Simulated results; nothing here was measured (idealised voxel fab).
This section sets out a process module, namely voxel wiring stack.
For reference, the cross-section in this document is cut, with width 250 nm and square cells of 5 nm.
The cross-sections in this document take the form of a grid made of square cells. They are written out as bands, in order from top to bottom. Each band consists of one or more rows of cells.
Basically the band line says how high the top is and how high the bottom is, in nm, and then what's in it from left to right, every material with its width in nm. Empty space shows up as "blank", and if a single material carries "everywhere" it runs the full band edge to edge.
Counting heights begins at 0, where everything beneath is, in the wafer as received, one material. The lowest band has no bottom; it goes on downwards, as "z 0 and below" shows.
When a width is written as two numbers, as in "30..40", the first number is the width in the top row of cells of the band and the second is the width in its bottom row, and the width changes by the same amount from each row to the next.
"stayed the same", as given for a step, is the statement that not any cell of the cross-section underwent a change during that step.
If an empty space has no open way to the top and is at least 8 cells in size, "Sealed void list" lists it, written width x height at distance, where distance is measured from the left edge and every value is in nm.
Formally, on a step line, whatever follows the settings is a remark that the simulator itself makes on the step.
"overlay nm", when on a step's line for a step with a mask, measures how far to the right of its planned place the mask lay; a negative measure means to the left.
Each pair of cross-sections that follows straddles one process step: the one shows the state before the step, the other the state after it, down to the lowest band that changed and no further. The step in question, and its settings, are given under the pair. Note that a pair is not necessarily a continuation of the pair above it, since pairs can come from different runs of this module on the same starting wafer; it is a continuation only where its entry headed "Pre-step" says so.

Pre-step
  z 0 and below  Si everywhere
  Sealed void list: none

Resultant Cross-Section
  z 10 to 0  SiO2 everywhere
  Beneath the level 0, the cross-section is identical to its previous state.
  Sealed void list: none
Can you say which step sits between the two cross-sections above? CONFORMAL_DEP [material SiO2] [thk nm 10]

Pre-step: the after view from the pair directly above serves as the before view here.

Resultant Cross-Section
  z 15 to 10  TiN everywhere
  Beneath the level 10, the cross-section is identical to its previous state.
  Sealed void list: none
Can you say which step sits between the two cross-sections above? DIRECTIONAL_DEP [material TiN] [thk nm 5]

Pre-step: the after view from the pair directly above serves as the before view here.

Resultant Cross-Section
  z 35 to 15  Ru everywhere
  Beneath the level 15, the cross-section is identical to its previous state.
  Sealed void list: none
Can you say which step sits between the two cross-sections above? DIRECTIONAL_DEP [material Ru] [thk nm 20]

Pre-step: the after view from the pair directly above serves as the before view here.

Resultant Cross-Section
  z 50 to 35  aC everywhere
  Beneath the level 35, the cross-section is identical to its previous state.
  Sealed void list: none
Can you say which step sits between the two cross-sections above? DIRECTIONAL_DEP [material aC] [thk nm 15]

Pre-step: the after view from the pair directly above serves as the before view here.

Resultant Cross-Section
  z 80 to 50  55 blank, 30 resist, 25 blank, 30 resist, 25 blank, 30 resist, 55 blank
  Beneath the level 50, the cross-section is identical to its previous state.
  Sealed void list: none
Can you say which step sits between the two cross-sections above? PATTERN [tone cover] [mask id METAL_1] [material resist] [width nm 30] [pitch nm 55] [thk nm 30] [overlay nm 0]

Pre-step: the after view from the pair directly above serves as the before view here.

Resultant Cross-Section
  z 65 to 50  55 blank, 30 resist, 25 blank, 30 resist, 25 blank, 30 resist, 55 blank
  z 50 to 35  55 blank, 30 aC, 25 blank, 30 aC, 25 blank, 30 aC, 55 blank
  Beneath the level 35, the cross-section is identical to its previous state.
  Sealed void list: none
Can you say which step sits between the two cross-sections above? DIRECTIONAL_ETCH [etch materials aC] [depth nm 15]

Pre-step: the after view from the pair directly above serves as the before view here.

Resultant Cross-Section
  z 50 to 35  55 blank, 30 aC, 25 blank, 30 aC, 25 blank, 30 aC, 55 blank
  Beneath the level 35, the cross-section is identical to its previous state.
  Sealed void list: none
Can you say which step sits between the two cross-sections above? STRIP [etch materials resist]

Pre-step: the after view from the pair directly above serves as the before view here.

Resultant Cross-Section
  z 50 to 35  55 blank, 30 aC, 25 blank, 30 aC, 25 blank, 30 aC, 55 blank
  z 35 to 15  55 blank, 30 Ru, 25 blank, 30 Ru, 25 blank, 30 Ru, 55 blank
  Beneath the level 15, the cross-section is identical to its previous state.
  Sealed void list: none
Can you say which step sits between the two cross-sections above? DIRECTIONAL_ETCH [etch materials Ru] [depth nm 20]

Pre-step: the after view from the pair directly above serves as the before view here.

Resultant Cross-Section
  z 50 to 35  55 blank, 30 aC, 25 blank, 30 aC, 25 blank, 30 aC, 55 blank
  z 35 to 15  55 blank, 30 Ru, 25 blank, 30 Ru, 25 blank, 30 Ru, 55 blank
  z 15 to 10  55 blank, 30 TiN, 25 blank, 30 TiN, 25 blank, 30 TiN, 55 blank
  Beneath the level 10, the cross-section is identical to its previous state.
  Sealed void list: none
Can you say which step sits between the two cross-sections above? DIRECTIONAL_ETCH [etch materials TiN] [depth nm 5]

Pre-step: the after view from the pair directly above serves as the before view here.

Resultant Cross-Section
  z 35 to 15  55 blank, 30 Ru, 25 blank, 30 Ru, 25 blank, 30 Ru, 55 blank
  Beneath the level 15, the cross-section is identical to its previous state.
  Sealed void list: none
Can you say which step sits between the two cross-sections above? STRIP [etch materials aC]

Pre-step: the after view from the pair directly above serves as the before view here.

Resultant Cross-Section
  z 40 to 35  SiO2 everywhere
  z 35 to 15  55 SiO2, 30 Ru, 25 SiO2, 30 Ru, 25 SiO2, 30 Ru, 55 SiO2
  z 15 to 10  55 SiO2, 30 TiN, 25 SiO2, 30 TiN, 25 SiO2, 30 TiN, 55 SiO2
  Beneath the level 10, the cross-section is identical to its previous state.
  Sealed void list: none
Can you say which step sits between the two cross-sections above? FILL_DEP [material SiO2] [thk nm 5]

Pre-step: the after view from the pair directly above serves as the before view here.

Resultant Cross-Section
  z 35 to 15  55 SiO2, 30 Ru, 25 SiO2, 30 Ru, 25 SiO2, 30 Ru, 55 SiO2
  Beneath the level 15, the cross-section is identical to its previous state.
  Sealed void list: none
Can you say which step sits between the two cross-sections above? CMP [height nm 35]

Pre-step: the after view from the pair directly above serves as the before view here.

Resultant Cross-Section
  z 40 to 35  SiCN everywhere
  Beneath the level 35, the cross-section is identical to its previous state.
  Sealed void list: none
Can you say which step sits between the two cross-sections above? CONFORMAL_DEP [material SiCN] [thk nm 5]

Pre-step: the after view from the pair directly above serves as the before view here.

Resultant Cross-Section
  z 50 to 40  SiO2 everywhere
  Beneath the level 40, the cross-section is identical to its previous state.
  Sealed void list: none
Can you say which step sits between the two cross-sections above? DIRECTIONAL_DEP [material SiO2] [thk nm 10]

Pre-step: the after view from the pair directly above serves as the before view here.

Resultant Cross-Section
  z 65 to 50  55 resist, 15 blank, 40 resist, 15 blank, 40 resist, 15 blank, 70 resist
  Beneath the level 50, the cross-section is identical to its previous state.
  Sealed void list: none
Can you say which step sits between the two cross-sections above? PATTERN [tone open] [mask id PLUG_1] [material resist] [width nm 15] [pitch nm 55] [thk nm 15] [overlay nm 0]

Pre-step: the after view from the pair directly above serves as the before view here.

Resultant Cross-Section
  z 65 to 50  55 resist, 15 blank, 40 resist, 15 blank, 40 resist, 15 blank, 70 resist
  z 50 to 40  55 SiO2, 15 blank, 40 SiO2, 15 blank, 40 SiO2, 15 blank, 70 SiO2
  Beneath the level 40, the cross-section is identical to its previous state.
  Sealed void list: none
Can you say which step sits between the two cross-sections above? DIRECTIONAL_ETCH [etch materials SiO2] [depth nm 10]

Pre-step: the after view from the pair directly above serves as the before view here.

Resultant Cross-Section
  z 65 to 50  55 resist, 15 blank, 40 resist, 15 blank, 40 resist, 15 blank, 70 resist
  z 50 to 40  55 SiO2, 15 blank, 40 SiO2, 15 blank, 40 SiO2, 15 blank, 70 SiO2
  z 40 to 35  55 SiCN, 15 blank, 40 SiCN, 15 blank, 40 SiCN, 15 blank, 70 SiCN
  Beneath the level 35, the cross-section is identical to its previous state.
  Sealed void list: none
Can you say which step sits between the two cross-sections above? DIRECTIONAL_ETCH [etch materials SiCN] [depth nm 5]

Pre-step: the after view from the pair directly above serves as the before view here.

Resultant Cross-Section
  z 50 to 40  55 SiO2, 15 blank, 40 SiO2, 15 blank, 40 SiO2, 15 blank, 70 SiO2
  Beneath the level 40, the cross-section is identical to its previous state.
  Sealed void list: none
Can you say which step sits between the two cross-sections above? STRIP [etch materials resist]

Pre-step: the after view from the pair directly above serves as the before view here.

Resultant Cross-Section
  z 55 to 50  60 TiN, 5 blank, 50 TiN, 5 blank, 50 TiN, 5 blank, 75 TiN
  z 50 to 40  55 SiO2, 5 TiN, 5 blank, 5 TiN, 40 SiO2, 5 TiN, 5 blank, 5 TiN, 40 SiO2, 5 TiN, 5 blank, 5 TiN, 70 SiO2
  z 40 to 35  55 SiCN, 15 TiN, 40 SiCN, 15 TiN, 40 SiCN, 15 TiN, 70 SiCN
  Beneath the level 35, the cross-section is identical to its previous state.
  Sealed void list: none
Can you say which step sits between the two cross-sections above? CONFORMAL_DEP [material TiN] [thk nm 5]

Pre-step: the after view from the pair directly above serves as the before view here.

Resultant Cross-Section
  z 65 to 55  W everywhere
  z 55 to 50  60 TiN, 5 W, 50 TiN, 5 W, 50 TiN, 5 W, 75 TiN
  z 50 to 40  55 SiO2, 5 TiN, 5 W, 5 TiN, 40 SiO2, 5 TiN, 5 W, 5 TiN, 40 SiO2, 5 TiN, 5 W, 5 TiN, 70 SiO2
  Beneath the level 40, the cross-section is identical to its previous state.
  Sealed void list: none
Can you say which step sits between the two cross-sections above? FILL_DEP [material W] [thk nm 10]

Pre-step: the after view from the pair directly above serves as the before view here.

Resultant Cross-Section
  z 50 to 40  55 SiO2, 5 TiN, 5 W, 5 TiN, 40 SiO2, 5 TiN, 5 W, 5 TiN, 40 SiO2, 5 TiN, 5 W, 5 TiN, 70 SiO2
  Beneath the level 40, the cross-section is identical to its previous state.
  Sealed void list: none
Can you say which step sits between the two cross-sections above? CMP [height nm 50]

Pre-step: the after view from the pair directly above serves as the before view here.

Resultant Cross-Section
  z 55 to 50  TiN everywhere
  Beneath the level 50, the cross-section is identical to its previous state.
  Sealed void list: none
Can you say which step sits between the two cross-sections above? DIRECTIONAL_DEP [material TiN] [thk nm 5]

Pre-step: the after view from the pair directly above serves as the before view here.

Resultant Cross-Section
  z 75 to 55  W everywhere
  Beneath the level 55, the cross-section is identical to its previous state.
  Sealed void list: none
Can you say which step sits between the two cross-sections above? DIRECTIONAL_DEP [material W] [thk nm 20]

Pre-step: the after view from the pair directly above serves as the before view here.

Resultant Cross-Section
  z 90 to 75  55 blank, 30 resist, 25 blank, 30 resist, 25 blank, 30 resist, 55 blank
  Beneath the level 75, the cross-section is identical to its previous state.
  Sealed void list: none
Can you say which step sits between the two cross-sections above? PATTERN [tone cover] [mask id METAL_2] [material resist] [width nm 30] [pitch nm 55] [thk nm 15] [overlay nm 0]

Pre-step: the after view from the pair directly above serves as the before view here.

Resultant Cross-Section
  z 90 to 75  55 blank, 30 resist, 25 blank, 30 resist, 25 blank, 30 resist, 55 blank
  z 75 to 55  55 blank, 30 W, 25 blank, 30 W, 25 blank, 30 W, 55 blank
  Beneath the level 55, the cross-section is identical to its previous state.
  Sealed void list: none
Can you say which step sits between the two cross-sections above? DIRECTIONAL_ETCH [etch materials W] [depth nm 20]

Pre-step: the after view from the pair directly above serves as the before view here.

Resultant Cross-Section
  z 90 to 75  55 blank, 30 resist, 25 blank, 30 resist, 25 blank, 30 resist, 55 blank
  z 75 to 55  55 blank, 30 W, 25 blank, 30 W, 25 blank, 30 W, 55 blank
  z 55 to 50  55 blank, 30 TiN, 25 blank, 30 TiN, 25 blank, 30 TiN, 55 blank
  Beneath the level 50, the cross-section is identical to its previous state.
  Sealed void list: none
Can you say which step sits between the two cross-sections above? DIRECTIONAL_ETCH [etch materials TiN] [depth nm 5]

Pre-step: the after view from the pair directly above serves as the before view here.

Resultant Cross-Section
  z 75 to 55  55 blank, 30 W, 25 blank, 30 W, 25 blank, 30 W, 55 blank
  Beneath the level 55, the cross-section is identical to its previous state.
  Sealed void list: none
Can you say which step sits between the two cross-sections above? STRIP [etch materials resist]

Pre-step: the after view from the pair directly above serves as the before view here.

Resultant Cross-Section
  z 80 to 75  50 blank, 40 SiCN, 15 blank, 40 SiCN, 15 blank, 40 SiCN, 50 blank
  z 75 to 55  50 blank, 5 SiCN, 30 W, 5 SiCN, 15 blank, 5 SiCN, 30 W, 5 SiCN, 15 blank, 5 SiCN, 30 W, 5 SiCN, 50 blank
  z 55 to 50  55 SiCN, 30 TiN, 25 SiCN, 30 TiN, 25 SiCN, 30 TiN, 55 SiCN
  Beneath the level 50, the cross-section is identical to its previous state.
  Sealed void list: none
Can you say which step sits between the two cross-sections above? CONFORMAL_DEP [material SiCN] [thk nm 5]

Pre-step: the after view from the pair directly above serves as the before view here.

Resultant Cross-Section
  z 90 to 80  SiO2 everywhere
  z 80 to 75  50 SiO2, 40 SiCN, 15 SiO2, 40 SiCN, 15 SiO2, 40 SiCN, 50 SiO2
  z 75 to 55  50 SiO2, 5 SiCN, 30 W, 5 SiCN, 15 SiO2, 5 SiCN, 30 W, 5 SiCN, 15 SiO2, 5 SiCN, 30 W, 5 SiCN, 50 SiO2
  Beneath the level 55, the cross-section is identical to its previous state.
  Sealed void list: none
Can you say which step sits between the two cross-sections above? FILL_DEP [material SiO2] [thk nm 10]

Pre-step: the after view from the pair directly above serves as the before view here.

Resultant Cross-Section
  z 75 to 55  50 SiO2, 5 SiCN, 30 W, 5 SiCN, 15 SiO2, 5 SiCN, 30 W, 5 SiCN, 15 SiO2, 5 SiCN, 30 W, 5 SiCN, 50 SiO2
  Beneath the level 55, the cross-section is identical to its previous state.
  Sealed void list: none
Can you say which step sits between the two cross-sections above? CMP [height nm 75]

Pre-step: the after view from the pair directly above serves as the before view here.

Resultant Cross-Section
  z 80 to 75  SiCN everywhere
  Beneath the level 75, the cross-section is identical to its previous state.
  Sealed void list: none
Can you say which step sits between the two cross-sections above? CONFORMAL_DEP [material SiCN] [thk nm 5]

Pre-step: the after view from the pair directly above serves as the before view here.

Resultant Cross-Section
  z 110 to 80  SiO2 everywhere
  Beneath the level 80, the cross-section is identical to its previous state.
  Sealed void list: none
Can you say which step sits between the two cross-sections above? DIRECTIONAL_DEP [material SiO2] [thk nm 30]

Pre-step: the after view from the pair directly above serves as the before view here.

Resultant Cross-Section
  z 120 to 110  aC everywhere
  Beneath the level 110, the cross-section is identical to its previous state.
  Sealed void list: none
Can you say which step sits between the two cross-sections above? DIRECTIONAL_DEP [material aC] [thk nm 10]

Pre-step: the after view from the pair directly above serves as the before view here.

Resultant Cross-Section
  z 145 to 120  55 resist, 30 blank, 25 resist, 30 blank, 25 resist, 30 blank, 55 resist
  Beneath the level 120, the cross-section is identical to its previous state.
  Sealed void list: none
Can you say which step sits between the two cross-sections above? PATTERN [tone open] [mask id METAL_3] [material resist] [width nm 30] [pitch nm 55] [thk nm 25] [overlay nm 0]

Pre-step: the after view from the pair directly above serves as the before view here.

Resultant Cross-Section
  z 135 to 120  55 resist, 30 blank, 25 resist, 30 blank, 25 resist, 30 blank, 55 resist
  z 120 to 110  55 aC, 30 blank, 25 aC, 30 blank, 25 aC, 30 blank, 55 aC
  Beneath the level 110, the cross-section is identical to its previous state.
  Sealed void list: none
Can you say which step sits between the two cross-sections above? DIRECTIONAL_ETCH [etch materials aC] [depth nm 10]

Pre-step: the after view from the pair directly above serves as the before view here.

Resultant Cross-Section
  z 120 to 110  55 aC, 30 blank, 25 aC, 30 blank, 25 aC, 30 blank, 55 aC
  Beneath the level 110, the cross-section is identical to its previous state.
  Sealed void list: none
Can you say which step sits between the two cross-sections above? STRIP [etch materials resist]

Pre-step: the after view from the pair directly above serves as the before view here.

Resultant Cross-Section
  z 120 to 110  55 aC, 30 blank, 25 aC, 30 blank, 25 aC, 30 blank, 55 aC
  z 110 to 95  55 SiO2, 30 blank, 25 SiO2, 30 blank, 25 SiO2, 30 blank, 55 SiO2
  Beneath the level 95, the cross-section is identical to its previous state.
  Sealed void list: none
Can you say which step sits between the two cross-sections above? DIRECTIONAL_ETCH [etch materials SiO2] [depth nm 15]

Pre-step: the after view from the pair directly above serves as the before view here.

Resultant Cross-Section
  z 110 to 95  55 SiO2, 30 blank, 25 SiO2, 30 blank, 25 SiO2, 30 blank, 55 SiO2
  Beneath the level 95, the cross-section is identical to its previous state.
  Sealed void list: none
Can you say which step sits between the two cross-sections above? STRIP [etch materials aC]

Pre-step: the after view from the pair directly above serves as the before view here.

Resultant Cross-Section
  z 125 to 110  55 resist, 15 blank, 40 resist, 15 blank, 40 resist, 15 blank, 70 resist
  z 110 to 95  55 SiO2, 15 blank, 15 resist, 25 SiO2, 15 blank, 15 resist, 25 SiO2, 15 blank, 15 resist, 55 SiO2
  Beneath the level 95, the cross-section is identical to its previous state.
  Sealed void list: none
Can you say which step sits between the two cross-sections above? PATTERN [tone open] [mask id METAL_3_HOLES] [material resist] [width nm 15] [pitch nm 55] [thk nm 15] [overlay nm 0]

Pre-step: the after view from the pair directly above serves as the before view here.

Resultant Cross-Section
  z 125 to 110  55 resist, 15 blank, 40 resist, 15 blank, 40 resist, 15 blank, 70 resist
  z 110 to 95  55 SiO2, 15 blank, 15 resist, 25 SiO2, 15 blank, 15 resist, 25 SiO2, 15 blank, 15 resist, 55 SiO2
  z 95 to 80  55 SiO2, 15 blank, 40 SiO2, 15 blank, 40 SiO2, 15 blank, 70 SiO2
  Beneath the level 80, the cross-section is identical to its previous state.
  Sealed void list: none
Can you say which step sits between the two cross-sections above? DIRECTIONAL_ETCH [etch materials SiO2] [depth nm 15]

Pre-step: the after view from the pair directly above serves as the before view here.

Resultant Cross-Section
  z 125 to 110  55 resist, 15 blank, 40 resist, 15 blank, 40 resist, 15 blank, 70 resist
  z 110 to 95  55 SiO2, 15 blank, 15 resist, 25 SiO2, 15 blank, 15 resist, 25 SiO2, 15 blank, 15 resist, 55 SiO2
  z 95 to 80  55 SiO2, 15 blank, 40 SiO2, 15 blank, 40 SiO2, 15 blank, 70 SiO2
  z 80 to 75  55 SiCN, 15 blank, 40 SiCN, 15 blank, 40 SiCN, 15 blank, 70 SiCN
  Beneath the level 75, the cross-section is identical to its previous state.
  Sealed void list: none
Can you say which step sits between the two cross-sections above? DIRECTIONAL_ETCH [etch materials SiCN] [depth nm 5]

Pre-step: the after view from the pair directly above serves as the before view here.

Resultant Cross-Section
  z 110 to 95  55 SiO2, 30 blank, 25 SiO2, 30 blank, 25 SiO2, 30 blank, 55 SiO2
  Beneath the level 95, the cross-section is identical to its previous state.
  Sealed void list: none
Can you say which step sits between the two cross-sections above? STRIP [etch materials resist]

Pre-step: the after view from the pair directly above serves as the before view here.

Resultant Cross-Section
  z 115 to 110  60 TiN, 20 blank, 35 TiN, 20 blank, 35 TiN, 20 blank, 60 TiN
  z 110 to 100  55 SiO2, 5 TiN, 20 blank, 5 TiN, 25 SiO2, 5 TiN, 20 blank, 5 TiN, 25 SiO2, 5 TiN, 20 blank, 5 TiN, 55 SiO2
  z 100 to 95  55 SiO2, 5 TiN, 5 blank, 20 TiN, 25 SiO2, 5 TiN, 5 blank, 20 TiN, 25 SiO2, 5 TiN, 5 blank, 20 TiN, 55 SiO2
  z 95 to 80  55 SiO2, 5 TiN, 5 blank, 5 TiN, 40 SiO2, 5 TiN, 5 blank, 5 TiN, 40 SiO2, 5 TiN, 5 blank, 5 TiN, 70 SiO2
  z 80 to 75  55 SiCN, 15 TiN, 40 SiCN, 15 TiN, 40 SiCN, 15 TiN, 70 SiCN
  Beneath the level 75, the cross-section is identical to its previous state.
  Sealed void list: none
Can you say which step sits between the two cross-sections above? CONFORMAL_DEP [material TiN] [thk nm 5]

Pre-step: the after view from the pair directly above serves as the before view here.

Resultant Cross-Section
  z 125 to 115  Cu everywhere
  z 115 to 110  60 TiN, 20 Cu, 35 TiN, 20 Cu, 35 TiN, 20 Cu, 60 TiN
  z 110 to 100  55 SiO2, 5 TiN, 20 Cu, 5 TiN, 25 SiO2, 5 TiN, 20 Cu, 5 TiN, 25 SiO2, 5 TiN, 20 Cu, 5 TiN, 55 SiO2
  z 100 to 95  55 SiO2, 5 TiN, 5 Cu, 20 TiN, 25 SiO2, 5 TiN, 5 Cu, 20 TiN, 25 SiO2, 5 TiN, 5 Cu, 20 TiN, 55 SiO2
  z 95 to 80  55 SiO2, 5 TiN, 5 Cu, 5 TiN, 40 SiO2, 5 TiN, 5 Cu, 5 TiN, 40 SiO2, 5 TiN, 5 Cu, 5 TiN, 70 SiO2
  Beneath the level 80, the cross-section is identical to its previous state.
  Sealed void list: none
Can you say which step sits between the two cross-sections above? FILL_DEP [material Cu] [thk nm 10]

Pre-step: the after view from the pair directly above serves as the before view here.

Resultant Cross-Section
  z 110 to 100  55 SiO2, 5 TiN, 20 Cu, 5 TiN, 25 SiO2, 5 TiN, 20 Cu, 5 TiN, 25 SiO2, 5 TiN, 20 Cu, 5 TiN, 55 SiO2
  Beneath the level 100, the cross-section is identical to its previous state.
  Sealed void list: none
Can you say which step sits between the two cross-sections above? CMP [height nm 110]

Pre-step: the after view from the pair directly above serves as the before view here.

Resultant Cross-Section
  z 115 to 110  SiCN everywhere
  Beneath the level 110, the cross-section is identical to its previous state.
  Sealed void list: none
Can you say which step sits between the two cross-sections above? CONFORMAL_DEP [material SiCN] [thk nm 5]

Pre-step
  z 90 to 80  SiO2 everywhere
  z 80 to 75  50 SiO2, 40 SiCN, 15 SiO2, 40 SiCN, 15 SiO2, 40 SiCN, 50 SiO2
  z 75 to 55  50 SiO2, 5 SiCN, 30 W, 5 SiCN, 15 SiO2, 5 SiCN, 30 W, 5 SiCN, 15 SiO2, 5 SiCN, 30 W, 5 SiCN, 50 SiO2
  z 55 to 50  55 SiCN, 30 TiN, 25 SiCN, 30 TiN, 25 SiCN, 30 TiN, 55 SiCN
  z 50 to 40  55 SiO2, 5 TiN, 5 W, 5 TiN, 40 SiO2, 5 TiN, 5 W, 5 TiN, 40 SiO2, 5 TiN, 5 W, 5 TiN, 70 SiO2
  z 40 to 35  55 SiCN, 15 TiN, 40 SiCN, 15 TiN, 40 SiCN, 15 TiN, 70 SiCN
  z 35 to 15  55 SiO2, 30 Ru, 25 SiO2, 30 Ru, 25 SiO2, 30 Ru, 55 SiO2
  z 15 to 10  55 SiO2, 30 TiN, 25 SiO2, 30 TiN, 25 SiO2, 30 TiN, 55 SiO2
  z 10 to 0  SiO2 everywhere
  z 0 and below  Si everywhere
  Sealed void list: none

Resultant Cross-Section
  z 95 to 90  SiCN everywhere
  Beneath the level 90, the cross-section is identical to its previous state.
  Sealed void list: none
Can you say which step sits between the two cross-sections above? CONFORMAL_DEP [material SiCN] [thk nm 5]

Pre-step: the after view from the pair directly above serves as the before view here.

Resultant Cross-Section
  z 125 to 95  SiO2 everywhere
  Beneath the level 95, the cross-section is identical to its previous state.
  Sealed void list: none
Can you say which step sits between the two cross-sections above? DIRECTIONAL_DEP [material SiO2] [thk nm 30]

Pre-step: the after view from the pair directly above serves as the before view here.

Resultant Cross-Section
  z 135 to 125  aC everywhere
  Beneath the level 125, the cross-section is identical to its previous state.
  Sealed void list: none
Can you say which step sits between the two cross-sections above? DIRECTIONAL_DEP [material aC] [thk nm 10]

Pre-step: the after view from the pair directly above serves as the before view here.

Resultant Cross-Section
  z 160 to 135  55 resist, 30 blank, 25 resist, 30 blank, 25 resist, 30 blank, 55 resist
  Beneath the level 135, the cross-section is identical to its previous state.
  Sealed void list: none
Can you say which step sits between the two cross-sections above? PATTERN [tone open] [mask id METAL_3] [material resist] [width nm 30] [pitch nm 55] [thk nm 25] [overlay nm 0]

Pre-step: the after view from the pair directly above serves as the before view here.

Resultant Cross-Section
  z 150 to 135  55 resist, 30 blank, 25 resist, 30 blank, 25 resist, 30 blank, 55 resist
  z 135 to 125  55 aC, 30 blank, 25 aC, 30 blank, 25 aC, 30 blank, 55 aC
  Beneath the level 125, the cross-section is identical to its previous state.
  Sealed void list: none
Can you say which step sits between the two cross-sections above? DIRECTIONAL_ETCH [etch materials aC] [depth nm 10]

Pre-step: the after view from the pair directly above serves as the before view here.

Resultant Cross-Section
  z 135 to 125  55 aC, 30 blank, 25 aC, 30 blank, 25 aC, 30 blank, 55 aC
  Beneath the level 125, the cross-section is identical to its previous state.
  Sealed void list: none
Can you say which step sits between the two cross-sections above? STRIP [etch materials resist]

Pre-step: the after view from the pair directly above serves as the before view here.

Resultant Cross-Section
  z 135 to 125  55 aC, 30 blank, 25 aC, 30 blank, 25 aC, 30 blank, 55 aC
  z 125 to 110  55 SiO2, 30 blank, 25 SiO2, 30 blank, 25 SiO2, 30 blank, 55 SiO2
  Beneath the level 110, the cross-section is identical to its previous state.
  Sealed void list: none
Can you say which step sits between the two cross-sections above? DIRECTIONAL_ETCH [etch materials SiO2] [depth nm 15]

Pre-step: the after view from the pair directly above serves as the before view here.

Resultant Cross-Section
  z 125 to 110  55 SiO2, 30 blank, 25 SiO2, 30 blank, 25 SiO2, 30 blank, 55 SiO2
  Beneath the level 110, the cross-section is identical to its previous state.
  Sealed void list: none
Can you say which step sits between the two cross-sections above? STRIP [etch materials aC]

Pre-step: the after view from the pair directly above serves as the before view here.

Resultant Cross-Section
  z 140 to 125  55 resist, 15 blank, 40 resist, 15 blank, 40 resist, 15 blank, 70 resist
  z 125 to 110  55 SiO2, 15 blank, 15 resist, 25 SiO2, 15 blank, 15 resist, 25 SiO2, 15 blank, 15 resist, 55 SiO2
  Beneath the level 110, the cross-section is identical to its previous state.
  Sealed void list: none
Can you say which step sits between the two cross-sections above? PATTERN [tone open] [mask id METAL_3_HOLES] [material resist] [width nm 15] [pitch nm 55] [thk nm 15] [overlay nm 0]

Pre-step: the after view from the pair directly above serves as the before view here.

Resultant Cross-Section
  z 140 to 125  55 resist, 15 blank, 40 resist, 15 blank, 40 resist, 15 blank, 70 resist
  z 125 to 110  55 SiO2, 15 blank, 15 resist, 25 SiO2, 15 blank, 15 resist, 25 SiO2, 15 blank, 15 resist, 55 SiO2
  z 110 to 95  55 SiO2, 15 blank, 40 SiO2, 15 blank, 40 SiO2, 15 blank, 70 SiO2
  Beneath the level 95, the cross-section is identical to its previous state.
  Sealed void list: none
Can you say which step sits between the two cross-sections above? DIRECTIONAL_ETCH [etch materials SiO2] [depth nm 15]

Pre-step: the after view from the pair directly above serves as the before view here.

Resultant Cross-Section
  z 140 to 125  55 resist, 15 blank, 40 resist, 15 blank, 40 resist, 15 blank, 70 resist
  z 125 to 110  55 SiO2, 15 blank, 15 resist, 25 SiO2, 15 blank, 15 resist, 25 SiO2, 15 blank, 15 resist, 55 SiO2
  z 110 to 95  55 SiO2, 15 blank, 40 SiO2, 15 blank, 40 SiO2, 15 blank, 70 SiO2
  z 95 to 90  55 SiCN, 15 blank, 40 SiCN, 15 blank, 40 SiCN, 15 blank, 70 SiCN
  Beneath the level 90, the cross-section is identical to its previous state.
  Sealed void list: none
Can you say which step sits between the two cross-sections above? DIRECTIONAL_ETCH [etch materials SiCN] [depth nm 5]

Pre-step: the after view from the pair directly above serves as the before view here.

Resultant Cross-Section
  z 125 to 110  55 SiO2, 30 blank, 25 SiO2, 30 blank, 25 SiO2, 30 blank, 55 SiO2
  Beneath the level 110, the cross-section is identical to its previous state.
  Sealed void list: none
Can you say which step sits between the two cross-sections above? STRIP [etch materials resist]

Pre-step: the after view from the pair directly above serves as the before view here.

Resultant Cross-Section
  z 130 to 125  60 TiN, 20 blank, 35 TiN, 20 blank, 35 TiN, 20 blank, 60 TiN
  z 125 to 115  55 SiO2, 5 TiN, 20 blank, 5 TiN, 25 SiO2, 5 TiN, 20 blank, 5 TiN, 25 SiO2, 5 TiN, 20 blank, 5 TiN, 55 SiO2
  z 115 to 110  55 SiO2, 5 TiN, 5 blank, 20 TiN, 25 SiO2, 5 TiN, 5 blank, 20 TiN, 25 SiO2, 5 TiN, 5 blank, 20 TiN, 55 SiO2
  z 110 to 95  55 SiO2, 5 TiN, 5 blank, 5 TiN, 40 SiO2, 5 TiN, 5 blank, 5 TiN, 40 SiO2, 5 TiN, 5 blank, 5 TiN, 70 SiO2
  z 95 to 90  55 SiCN, 15 TiN, 40 SiCN, 15 TiN, 40 SiCN, 15 TiN, 70 SiCN
  Beneath the level 90, the cross-section is identical to its previous state.
  Sealed void list: none
Can you say which step sits between the two cross-sections above? CONFORMAL_DEP [material TiN] [thk nm 5]

Pre-step: the after view from the pair directly above serves as the before view here.

Resultant Cross-Section
  z 140 to 130  Cu everywhere
  z 130 to 125  60 TiN, 20 Cu, 35 TiN, 20 Cu, 35 TiN, 20 Cu, 60 TiN
  z 125 to 115  55 SiO2, 5 TiN, 20 Cu, 5 TiN, 25 SiO2, 5 TiN, 20 Cu, 5 TiN, 25 SiO2, 5 TiN, 20 Cu, 5 TiN, 55 SiO2
  z 115 to 110  55 SiO2, 5 TiN, 5 Cu, 20 TiN, 25 SiO2, 5 TiN, 5 Cu, 20 TiN, 25 SiO2, 5 TiN, 5 Cu, 20 TiN, 55 SiO2
  z 110 to 95  55 SiO2, 5 TiN, 5 Cu, 5 TiN, 40 SiO2, 5 TiN, 5 Cu, 5 TiN, 40 SiO2, 5 TiN, 5 Cu, 5 TiN, 70 SiO2
  Beneath the level 95, the cross-section is identical to its previous state.
  Sealed void list: none
Can you say which step sits between the two cross-sections above? FILL_DEP [material Cu] [thk nm 10]

Pre-step: the after view from the pair directly above serves as the before view here.

Resultant Cross-Section
  z 110 to 95  55 SiO2, 5 TiN, 5 Cu, 5 TiN, 40 SiO2, 5 TiN, 5 Cu, 5 TiN, 40 SiO2, 5 TiN, 5 Cu, 5 TiN, 70 SiO2
  Beneath the level 95, the cross-section is identical to its previous state.
  Sealed void list: none
Can you say which step sits between the two cross-sections above? CMP [height nm 110]

Pre-step: the after view from the pair directly above serves as the before view here.

Resultant Cross-Section
  z 115 to 110  SiCN everywhere
  Beneath the level 110, the cross-section is identical to its previous state.
  Sealed void list: none
Can you say which step sits between the two cross-sections above? CONFORMAL_DEP [material SiCN] [thk nm 5]
